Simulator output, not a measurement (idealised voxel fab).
Process module under the name voxel wiring stack
Pictured: cross-section cut, 160 nm wide, on a grid of 5 nm square cells.
Just so we're on the same page, the cross-sections are grids of square cells, and they're listed out in bands top to bottom, each band one or more rows deep. Band: top height; bottom height; in nm. Then, left to right: material with width in nm, for each material. "edge to edge": a single material spanning edge to edge. "air": empty space. Heights are expressed relative to 0, this being the level below which the as-received wafer comprises one material exclusively. The lowest band is unbounded in the downward direction and is denoted as in "0 and below". Note: "30->40" means the width goes from the first number (top row of the band) to the second number (bottom row) in equal steps per row of cells. For the purposes of this document, the phrase "no modifications" attached to a step denotes that no cell within the cross-section was modified by that step. Basically, "Voids, sealed" tells you about the enclosed voids: empty spaces with no open way to the top, 8 cells or bigger, each written width x height at distance, where distance is from the left edge, all in nm. Past the settings on a step's line: simulator remark, on that step. When a step includes a mask, the "overlay nm" setting on its line states how far to the right of its planned place that mask lay, and negative values state how far to the left.

Here's what the planned process steps look like:
1 RECEIVE with material Si
2 CONFORMAL_DEP with material SiO2, thk nm 10
3 DIRECTIONAL_DEP with material TiN, thk nm 5
4 DIRECTIONAL_DEP with material W, thk nm 15
5 PATTERN with tone cover, mask id METAL_1, material resist, width nm 20, pitch nm 35, thk nm 15, overlay nm 0
6 DIRECTIONAL_ETCH with etch materials W, depth nm 15
7 DIRECTIONAL_ETCH with etch materials TiN, depth nm 5
8 STRIP with etch materials resist
9 CONFORMAL_DEP with material SiCN, thk nm 5
10 FILL_DEP with material lowk, thk nm 5
11 CMP with height nm 30
12 CONFORMAL_DEP with material SiCN, thk nm 5
13 DIRECTIONAL_DEP with material lowk, thk nm 35
14 DIRECTIONAL_DEP with material aC, thk nm 10
15 PATTERN with tone open, mask id METAL_2, material resist, width nm 20, pitch nm 35, thk nm 30, overlay nm 0
16 DIRECTIONAL_ETCH with etch materials aC, depth nm 10
17 STRIP with etch materials resist
18 DIRECTIONAL_ETCH with etch materials lowk, depth nm 20
19 STRIP with etch materials aC
20 DIRECTIONAL_DEP with material aC, thk nm 10
21 PATTERN with tone open, mask id METAL_2_HOLES, material resist, width nm 15, thk nm 30, overlay nm 0
22 DIRECTIONAL_ETCH with etch materials aC, depth nm 10
23 STRIP with etch materials resist
24 DIRECTIONAL_ETCH with etch materials lowk, depth nm 15
25 DIRECTIONAL_ETCH with etch materials SiCN, depth nm 5
26 STRIP with etch materials aC
27 CONFORMAL_DEP with material TiN, thk nm 5
28 FILL_DEP with material Cu, thk nm 10
29 CMP with height nm 70
30 CONFORMAL_DEP with material SiCN, thk nm 5
31 DIRECTIONAL_DEP with material SiO2, thk nm 25
32 DIRECTIONAL_DEP with material aC, thk nm 10
33 PATTERN with tone open, mask id METAL_3_HOLES, material resist, width nm 15, pitch nm 35, thk nm 30, overlay nm 0
34 DIRECTIONAL_ETCH with etch materials aC, depth nm 10
35 STRIP with etch materials resist
36 DIRECTIONAL_ETCH with etch materials SiO2, depth nm 25
37 STRIP with etch materials aC
38 PATTERN with tone open, mask id METAL_3, material resist, width nm 20, pitch nm 35, thk nm 15, overlay nm 0
39 DIRECTIONAL_ETCH with etch materials SiO2, depth nm 15
40 DIRECTIONAL_ETCH with etch materials SiCN, depth nm 5
41 STRIP with etch materials resist
42 CONFORMAL_DEP with material TiN, thk nm 5
43 FILL_DEP with material Ru, thk nm 5
44 CMP with height nm 100
45 CONFORMAL_DEP with material SiCN, thk nm 5

Incoming wafer, cross-sectional view, post step 1:
	0 and below: Si edge to edge
	Voids, sealed: none

Cross-section taken at module completion on the first of two wafers; processed per the plan:
	105 down to 100: SiCN edge to edge
	100 down to 90: SiO2 50 nm / TiN 5 nm / Ru 10 nm / TiN 5 nm / SiO2 15 nm / TiN 5 nm / Ru 10 nm / TiN 5 nm / SiO2 55 nm
	90 down to 85: SiO2 50 nm / TiN 5 nm / Ru 5 nm / TiN 10 nm / SiO2 15 nm / TiN 5 nm / Ru 5 nm / TiN 10 nm / SiO2 55 nm
	85 down to 75: SiO2 50 nm / TiN 5 nm / Ru 5 nm / TiN 5 nm / SiO2 20 nm / TiN 5 nm / Ru 5 nm / TiN 5 nm / SiO2 60 nm
	75 down to 70: SiCN 50 nm / TiN 15 nm / SiCN 20 nm / TiN 15 nm / SiCN 60 nm
	70 down to 55: lowk 50 nm / TiN 5 nm / Cu 10 nm / TiN 5 nm / lowk 15 nm / TiN 5 nm / Cu 10 nm / TiN 5 nm / lowk 55 nm
	55 down to 50: lowk 50 nm / TiN 5 nm / Cu 5 nm / TiN 10 nm / lowk 15 nm / TiN 20 nm / lowk 55 nm
	50 down to 35: lowk 50 nm / TiN 5 nm / Cu 5 nm / TiN 5 nm / lowk 95 nm
	35 down to 30: SiCN 50 nm / TiN 15 nm / SiCN 95 nm
	30 down to 15: lowk 45 nm / SiCN 5 nm / W 20 nm / SiCN 5 nm / lowk 5 nm / SiCN 5 nm / W 20 nm / SiCN 5 nm / lowk 50 nm
	15 down to 10: SiCN 50 nm / TiN 20 nm / SiCN 15 nm / TiN 20 nm / SiCN 55 nm
	10 down to 0: SiO2 edge to edge
	0 and below: Si edge to edge
	Voids, sealed: none

Wafer two, end of module, cross-section. Same start, same plan as wafer one. One mistake in the run:
	105 down to 100: SiCN edge to edge
	100 down to 95: Ru edge to edge
	95 down to 90: TiN 55 nm / Ru 10 nm / TiN 25 nm / Ru 10 nm / TiN 60 nm
	90 down to 75: SiO2 50 nm / TiN 5 nm / Ru 10 nm / TiN 5 nm / SiO2 15 nm / TiN 5 nm / Ru 10 nm / TiN 5 nm / SiO2 55 nm
	75 down to 70: SiCN 50 nm / TiN 20 nm / SiCN 15 nm / TiN 20 nm / SiCN 55 nm
	70 down to 55: lowk 50 nm / TiN 5 nm / Cu 10 nm / TiN 5 nm / lowk 15 nm / TiN 5 nm / Cu 10 nm / TiN 5 nm / lowk 55 nm
	55 down to 50: lowk 50 nm / TiN 5 nm / Cu 5 nm / TiN 10 nm / lowk 15 nm / TiN 20 nm / lowk 55 nm
	50 down to 35: lowk 50 nm / TiN 5 nm / Cu 5 nm / TiN 5 nm / lowk 95 nm
	35 down to 30: SiCN 50 nm / TiN 15 nm / SiCN 95 nm
	30 down to 15: lowk 45 nm / SiCN 5 nm / W 20 nm / SiCN 5 nm / lowk 5 nm / SiCN 5 nm / W 20 nm / SiCN 5 nm / lowk 50 nm
	15 down to 10: SiCN 50 nm / TiN 20 nm / SiCN 15 nm / TiN 20 nm / SiCN 55 nm
	10 down to 0: SiO2 edge to edge
	0 and below: Si edge to edge
	Voids, sealed: none
Processing error: the process deviated at step 31: the operation and settings actually run there were DIRECTIONAL_DEP with material SiO2, thk nm 15
Looking at both finished wafers in cells, the second ends up ahead of or behind the first on some materials: Ru +34, SiCN -2, SiO2 -52, TiN +20
